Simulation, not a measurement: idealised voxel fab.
This section sets out a process module, namely voxel wiring stack.
It is cross-section cut that appears here, measuring 215 nm in width, its square cells being 5 nm in size.
Think of the cross-section as a grid of square cells. We describe it in bands, top to bottom, and each band covers one or more rows of those cells.
Per band: top height and bottom height in nm, followed by the left-to-right materials and their widths in nm; "everywhere" marks a single material spanning edge to edge, "blank" marks empty space.
Heights are reckoned from 0. Under this level, the received wafer is all of one material. The bottommost band is open-ended downward, for example "from 0 down".
A width such as "30..40" changes by the same amount from each row of cells to the next, from the band's top row to its bottom row.
It should be understood that the words "remained unchanged", when stated for a given step, signify that the cross-section underwent no change in any of its cells during that step.
Look at "Unvented internal voids" for the closed voids: empty spaces with no open path to the top, sized 8 cells or up. Each is width x height at distance, distance from the left edge, all nm.
Past the settings on a step's line: simulator remark, on that step.
For masked steps, "overlay nm" on the step line gives how far right of plan the mask actually lay; a minus sign means it lay to the left.
### Planned process steps
1. RECEIVE with material Si
2. CONFORMAL_DEP with material SiO2, thk nm 10
3. CONFORMAL_DEP with material SiN, thk nm 5
4. DIRECTIONAL_DEP with material SiO2, thk nm 20
5. PATTERN with tone open, mask id METAL_1, material resist, width nm 30, pitch nm 50, thk nm 15, overlay nm 0
6. DIRECTIONAL_ETCH with etch materials SiO2, depth nm 20
7. DIRECTIONAL_ETCH with etch materials SiN, depth nm 5
8. STRIP with etch materials resist
9. CONFORMAL_DEP with material TiN, thk nm 5
10. FILL_DEP with material W, thk nm 5
11. CMP with height nm 35
12. CONFORMAL_DEP with material SiCN, thk nm 5
13. DIRECTIONAL_DEP with material SiO2, thk nm 10
14. DIRECTIONAL_DEP with material aC, thk nm 15
15. PATTERN with tone open, mask id PLUG_1, material resist, width nm 15, pitch nm 100, thk nm 35, overlay nm 0
16. DIRECTIONAL_ETCH with etch materials aC, depth nm 15
17. STRIP with etch materials resist
18. DIRECTIONAL_ETCH with etch materials SiO2, depth nm 10
19. DIRECTIONAL_ETCH with etch materials SiCN, depth nm 5
20. STRIP with etch materials aC
21. EPI with material Ru, thk nm 10
22. EPI with material Ru, thk nm 5
23. DIRECTIONAL_DEP with material TiN, thk nm 5
24. DIRECTIONAL_DEP with material Ru, thk nm 25
25. PATTERN with tone cover, mask id METAL_2, material resist, width nm 30, pitch nm 50, thk nm 15, overlay nm 0
26. DIRECTIONAL_ETCH with etch materials Ru, depth nm 25
27. DIRECTIONAL_ETCH with etch materials TiN, depth nm 5
28. STRIP with etch materials resist
29. CONFORMAL_DEP with material SiN, thk nm 5
30. FILL_DEP with material SiO2, thk nm 5
31. CMP with height nm 80
32. CONFORMAL_DEP with material SiCN, thk nm 5
33. DIRECTIONAL_DEP with material lowk, thk nm 25
34. DIRECTIONAL_DEP with material aC, thk nm 10
35. PATTERN with tone open, mask id METAL_3_HOLES, material resist, width nm 15, pitch nm 50, thk nm 30, overlay nm 0
36. DIRECTIONAL_ETCH with etch materials aC, depth nm 10
37. STRIP with etch materials resist
38. DIRECTIONAL_ETCH with etch materials lowk, depth nm 25
39. STRIP with etch materials aC
40. DIRECTIONAL_DEP with material aC, thk nm 15
41. PATTERN with tone open, mask id METAL_3, material resist, width nm 30, pitch nm 50, thk nm 35, overlay nm 0
42. DIRECTIONAL_ETCH with etch materials aC, depth nm 15
43. STRIP with etch materials resist
44. DIRECTIONAL_ETCH with etch materials lowk, depth nm 15
45. DIRECTIONAL_ETCH with etch materials SiCN, depth nm 5
46. STRIP with etch materials aC
47. CONFORMAL_DEP with material TiN, thk nm 5
48. FILL_DEP with material Cu, thk nm 10
49. CMP with height nm 110
50. CONFORMAL_DEP with material SiCN, thk nm 5
51. DIRECTIONAL_DEP with material lowk, thk nm 15
52. PATTERN with tone open, mask id PLUG_3, material resist, width nm 15, pitch nm 50, thk nm 20, overlay nm 0
53. DIRECTIONAL_ETCH with etch materials lowk, depth nm 15
54. DIRECTIONAL_ETCH with etch materials SiCN, depth nm 5
55. STRIP with etch materials resist
56. CONFORMAL_DEP with material TiN, thk nm 5
57. FILL_DEP with material Ru, thk nm 5
58. CMP with height nm 130
59. CONFORMAL_DEP with material SiCN, thk nm 5
60. DIRECTIONAL_DEP with material SiO2, thk nm 25
61. MASKED_ETCH with tone open, mask id METAL_4, width nm 30, pitch nm 50, etch materials SiO2, depth nm 25, overlay nm 0
62. MASKED_ETCH with tone open, mask id METAL_4, width nm 30, pitch nm 50, etch materials SiCN, depth nm 5, overlay nm 0
63. CONFORMAL_DEP with material TiN, thk nm 5
64. FILL_DEP with material Cu, thk nm 10
65. CMP with height nm 160
66. EPI with material Ru, thk nm 5
67. FILL_DEP with material SiCN, thk nm 5
### Cross-section: wafer on arrival = after step 1
	from 0 down  Si everywhere
	Unvented internal voids: none
### The cross-section shown corresponds to the wafer at the conclusion of the module. The initial structure and the process plan are those presented above; however, one mistake occurred in executing the plan
	from 170 to 165  SiCN everywhere
	from 165 to 160  35 nm SiCN; 40 nm Ru; 10 nm SiCN; 40 nm Ru; 10 nm SiCN; 40 nm Ru; 40 nm SiCN
	from 160 to 135  40 nm SiO2; 5 nm TiN; 20 nm Cu; 5 nm TiN; 20 nm SiO2; 5 nm TiN; 20 nm Cu; 5 nm TiN; 20 nm SiO2; 5 nm TiN; 20 nm Cu; 5 nm TiN; 45 nm SiO2
	from 135 to 130  40 nm SiCN; 30 nm TiN; 20 nm SiCN; 30 nm TiN; 20 nm SiCN; 30 nm TiN; 45 nm SiCN
	from 130 to 115  40 nm lowk; 5 nm TiN; 5 nm Ru; 5 nm TiN; 35 nm lowk; 5 nm TiN; 5 nm Ru; 5 nm TiN; 35 nm lowk; 5 nm TiN; 5 nm Ru; 5 nm TiN; 60 nm lowk
	from 115 to 110  40 nm SiCN; 15 nm TiN; 35 nm SiCN; 15 nm TiN; 35 nm SiCN; 15 nm TiN; 60 nm SiCN
	from 110 to 100  40 nm lowk; 5 nm TiN; 20 nm Cu; 5 nm TiN; 20 nm lowk; 5 nm TiN; 20 nm Cu; 5 nm TiN; 20 nm lowk; 5 nm TiN; 20 nm Cu; 5 nm TiN; 45 nm lowk
	from 100 to 95  40 nm lowk; 5 nm TiN; 5 nm Cu; 20 nm TiN; 20 nm lowk; 5 nm TiN; 5 nm Cu; 20 nm TiN; 20 nm lowk; 5 nm TiN; 5 nm Cu; 20 nm TiN; 45 nm lowk
	from 95 to 85  40 nm lowk; 5 nm TiN; 5 nm Cu; 5 nm TiN; 35 nm lowk; 5 nm TiN; 5 nm Cu; 5 nm TiN; 35 nm lowk; 5 nm TiN; 5 nm Cu; 5 nm TiN; 60 nm lowk
	from 85 to 80  40 nm SiCN; 15 nm TiN; 35 nm SiCN; 15 nm TiN; 35 nm SiCN; 15 nm TiN; 60 nm SiCN
	from 80 to 55  35 nm SiO2; 5 nm Cu; 30 nm Ru; 5 nm Cu; 10 nm SiO2; 5 nm Cu; 30 nm Ru; 5 nm Cu; 10 nm SiO2; 5 nm Cu; 30 nm Ru; 5 nm Cu; 40 nm SiO2
	from 55 to 50  40 nm Cu; 30 nm TiN; 20 nm Cu; 30 nm TiN; 20 nm Cu; 30 nm TiN; 45 nm Cu
	from 50 to 40  40 nm SiO2; 15 nm Ru; 85 nm SiO2; 15 nm Ru; 60 nm SiO2
	from 40 to 35  40 nm SiCN; 15 nm Ru; 85 nm SiCN; 15 nm Ru; 60 nm SiCN
	from 35 to 15  40 nm SiO2; 5 nm TiN; 20 nm W; 5 nm TiN; 20 nm SiO2; 5 nm TiN; 20 nm W; 5 nm TiN; 20 nm SiO2; 5 nm TiN; 20 nm W; 5 nm TiN; 45 nm SiO2
	from 15 to 10  40 nm SiN; 30 nm TiN; 20 nm SiN; 30 nm TiN; 20 nm SiN; 30 nm TiN; 45 nm SiN
	from 10 to 0  SiO2 everywhere
	from 0 down  Si everywhere
	Unvented internal voids: none
It is concluded that the wafer was processed incorrectly with respect to the plan, in that so step 29 ended up running with a different setting than we planned, it ran as CONFORMAL_DEP with material Cu, thk nm 5
